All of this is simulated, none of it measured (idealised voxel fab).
This section sets out a process module, namely voxel wiring stack.
The figure presents cross-section cut, which has a width of 255 nm and is divided into square cells with an edge length of 5 nm.
Cross-section = grid of square cells, listed top down in bands; band = one or more rows. Per band: top height and bottom height in nm, followed by the left-to-right materials and their widths in nm; "all across" marks a single material spanning edge to edge, "blank" marks empty space. All heights in this document are referenced to 0, defined as the level beneath which the wafer, as received, consists entirely of one material. The lowest band is not bounded below; it extends indefinitely downward and is written in the form "0 and below". A two-number width, for instance "30->40", indicates that the width is equal to the first number in the top row of the band and to the second number in the bottom row, and that it changes by a constant amount per row of cells. Given "no modification" for a step, no cell of the cross-section differs between before and after that step. Basically, "Sealed internal cavities" tells you about the enclosed voids: empty spaces with no open way to the top, 8 cells or bigger, each written width x height at distance, where distance is from the left edge, all in nm. Anything after a step's settings on that line? It's the simulator's own note about the step. For masked steps, "overlay nm" on the step line gives how far right of plan the mask actually lay; a minus sign means it lay to the left.
# Intended process steps
step 1: RECEIVE,material Si
step 2: CONFORMAL_DEP,material SiO2,thk nm 10
step 3: DIRECTIONAL_DEP,material TiN,thk nm 5
step 4: DIRECTIONAL_DEP,material Ru,thk nm 25
step 5: PATTERN,tone cover,mask id METAL_1,material resist,width nm 25,pitch nm 55,thk nm 15,overlay nm 0
step 6: DIRECTIONAL_ETCH,etch materials Ru,depth nm 25
step 7: DIRECTIONAL_ETCH,etch materials TiN,depth nm 5
step 8: STRIP,etch materials resist
step 9: FILL_DEP,material SiO2,thk nm 5
step 10: CMP,height nm 40
step 11: CONFORMAL_DEP,material SiCN,thk nm 5
step 12: DIRECTIONAL_DEP,material lowk,thk nm 20
step 13: MASKED_ETCH,tone open,mask id PLUG_1,width nm 15,pitch nm 55,etch materials lowk,depth nm 20,overlay nm 0
step 14: MASKED_ETCH,tone open,mask id PLUG_1,width nm 15,pitch nm 55,etch materials SiCN,depth nm 5,overlay nm 0
step 15: CONFORMAL_DEP,material TiN,thk nm 5
step 16: FILL_DEP,material W,thk nm 5
step 17: CMP,height nm 65
step 18: CONFORMAL_DEP,material SiN,thk nm 5
step 19: DIRECTIONAL_DEP,material lowk,thk nm 20
step 20: MASKED_ETCH,tone open,mask id METAL_2,width nm 25,pitch nm 55,etch materials lowk,depth nm 20,overlay nm 0
step 21: MASKED_ETCH,tone open,mask id METAL_2,width nm 25,pitch nm 55,etch materials SiN,depth nm 5,overlay nm 0
step 22: CONFORMAL_DEP,material TiN,thk nm 5
step 23: FILL_DEP,material Cu,thk nm 10
step 24: CMP,height nm 90
step 25: CONFORMAL_DEP,material SiCN,thk nm 5
# as received, after step 1
0 and below  Si all across
Sealed internal cavities: none
# Module complete - cross-section of the first of two wafers, run according to plan
95 down to 90  SiCN all across
90 down to 70  lowk=30  TiN=5  Cu=15  TiN=5  lowk=30  TiN=5  Cu=15  TiN=5  lowk=30  TiN=5  Cu=15  TiN=5  lowk=30  TiN=5  Cu=15  TiN=5  lowk=35
70 down to 65  SiN=30  TiN=25  SiN=30  TiN=25  SiN=30  TiN=25  SiN=30  TiN=25  SiN=35
65 down to 45  lowk=30  TiN=5  W=5  TiN=5  lowk=40  TiN=5  W=5  TiN=5  lowk=40  TiN=5  W=5  TiN=5  lowk=40  TiN=5  W=5  TiN=5  lowk=45
45 down to 40  SiCN=30  TiN=15  SiCN=40  TiN=15  SiCN=40  TiN=15  SiCN=40  TiN=15  SiCN=45
40 down to 15  SiO2=30  Ru=25  SiO2=30  Ru=25  SiO2=30  Ru=25  SiO2=30  Ru=25  SiO2=35
15 down to 10  SiO2=30  TiN=25  SiO2=30  TiN=25  SiO2=30  TiN=25  SiO2=30  TiN=25  SiO2=35
10 down to 0  SiO2 all across
0 and below  Si all across
Sealed internal cavities: none
# Cross-sectional view: second of two wafers, end of module; start and plan identical to the first, one mistake in running
110 down to 105  SiCN all across
105 down to 95  Cu all across
95 down to 90  TiN=35  Cu=15  TiN=40  Cu=15  TiN=40  Cu=15  TiN=40  Cu=15  TiN=40
90 down to 70  lowk=30  TiN=5  Cu=15  TiN=5  lowk=30  TiN=5  Cu=15  TiN=5  lowk=30  TiN=5  Cu=15  TiN=5  lowk=30  TiN=5  Cu=15  TiN=5  lowk=35
70 down to 65  SiN=30  TiN=25  SiN=30  TiN=25  SiN=30  TiN=25  SiN=30  TiN=25  SiN=35
65 down to 45  lowk=30  TiN=5  W=5  TiN=5  lowk=40  TiN=5  W=5  TiN=5  lowk=40  TiN=5  W=5  TiN=5  lowk=40  TiN=5  W=5  TiN=5  lowk=45
45 down to 40  SiCN=30  TiN=15  SiCN=40  TiN=15  SiCN=40  TiN=15  SiCN=40  TiN=15  SiCN=45
40 down to 15  SiO2=30  Ru=25  SiO2=30  Ru=25  SiO2=30  Ru=25  SiO2=30  Ru=25  SiO2=35
15 down to 10  SiO2=30  TiN=25  SiO2=30  TiN=25  SiO2=30  TiN=25  SiO2=30  TiN=25  SiO2=35
10 down to 0  SiO2 all across
0 and below  Si all across
Sealed internal cavities: none
What broke from the plan during processing? step 24 of the plan was bypassed and not carried out
Materials where the second wafer ends with more or fewer cells than the first: +114 Cu; +39 TiN
